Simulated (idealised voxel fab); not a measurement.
Herein follows the process module entitled voxel double patterning.
Displayed cross-section: cut, width of 295 nm, square cells sized 5 nm.
Heads up, the way a cross-section reads in here is a grid of square cells, handed over as bands from the top down, with every band being one or more rows of cells.
Basically the band line says how high the top is and how high the bottom is, in nm, and then what's in it from left to right, every material with its width in nm. Empty space shows up as "blank", and if a single material carries "full width" it runs the full band edge to edge.
Convention: height 0 is the level below which the wafer, as received, is all one material. The lowest band does not terminate at the bottom but continues downward, represented as "z 0 and below".
You'd read "30..40" like this: the band's top row of cells is as wide as the first number, its bottom row is as wide as the second, and going down, every row changes width by the same amount as the row before did.
"no alterations made", as given for a step, is the statement that not any cell of the cross-section underwent a change during that step.
Entry "Closed void entries" = empty spaces >= 8 cells with no open way to the top; each as width x height at distance, distance from left edge, all nm.
Formally, on a step line, whatever follows the settings is a remark that the simulator itself makes on the step.
overlay nm: on a step with a mask, how far right of its planned place the mask lay; negative means left.
The steps planned for the process are as follows:
1) RECEIVE, material Si
2) CONFORMAL_DEP, material SiN, thk nm 10
3) DIRECTIONAL_DEP, material SiO2, thk nm 15
4) DIRECTIONAL_DEP, material SiCN, thk nm 5
5) PATTERN, tone open, mask id FIRST, material resist, width nm 15, pitch nm 50, thk nm 15, overlay nm 0
6) DIRECTIONAL_ETCH, etch materials SiCN, depth nm 5
7) STRIP, etch materials resist
8) DIRECTIONAL_DEP, material aC, thk nm 10
9) PATTERN, tone open, mask id SECOND, material resist, width nm 15, thk nm 30, overlay nm 0
10) DIRECTIONAL_ETCH, etch materials aC, depth nm 10
11) STRIP, etch materials resist
12) DIRECTIONAL_ETCH, etch materials SiCN, depth nm 5
13) STRIP, etch materials aC
14) DIRECTIONAL_ETCH, etch materials SiO2, depth nm 15
15) STRIP, etch materials SiCN
Cross-section of the wafer at receipt, which is the condition after step 1:
  z 0 and below = Si full width
  Closed void entries: none
First of two wafers: cross-section at end of module, run per plan:
  z 25 to 10 = SiO2 115 nm | blank 15 nm | SiO2 10 nm | blank 15 nm | SiO2 10 nm | blank 15 nm | SiO2 115 nm
  z 10 to 0 = SiN full width
  z 0 and below = Si full width
  Closed void entries: none
Second of two wafers, module complete, sectioned: it shares the first wafer's start and plan but was run with one mistake:
  z 40 to 35 = SiN 115 nm | blank 15 nm | SiN 35 nm | blank 15 nm | SiN 115 nm
  z 35 to 30 = SiN full width
  z 30 to 25 = SiCN 115 nm | SiN 15 nm | SiCN 35 nm | SiN 15 nm | SiCN 115 nm
  z 25 to 10 = SiO2 full width
  z 10 to 0 = SiN full width
  z 0 and below = Si full width
  Closed void entries: none
Heads up, the wafer didn't run the way we planned it: heads up, step 8 didn't go per plan, it actually ran as DIRECTIONAL_DEP, material SiN, thk nm 10
Looking at both finished wafers in cells, the second ends up ahead of or behind the first on some materials: SiCN: 53 more; SiN: 118 more; SiO2: 27 more
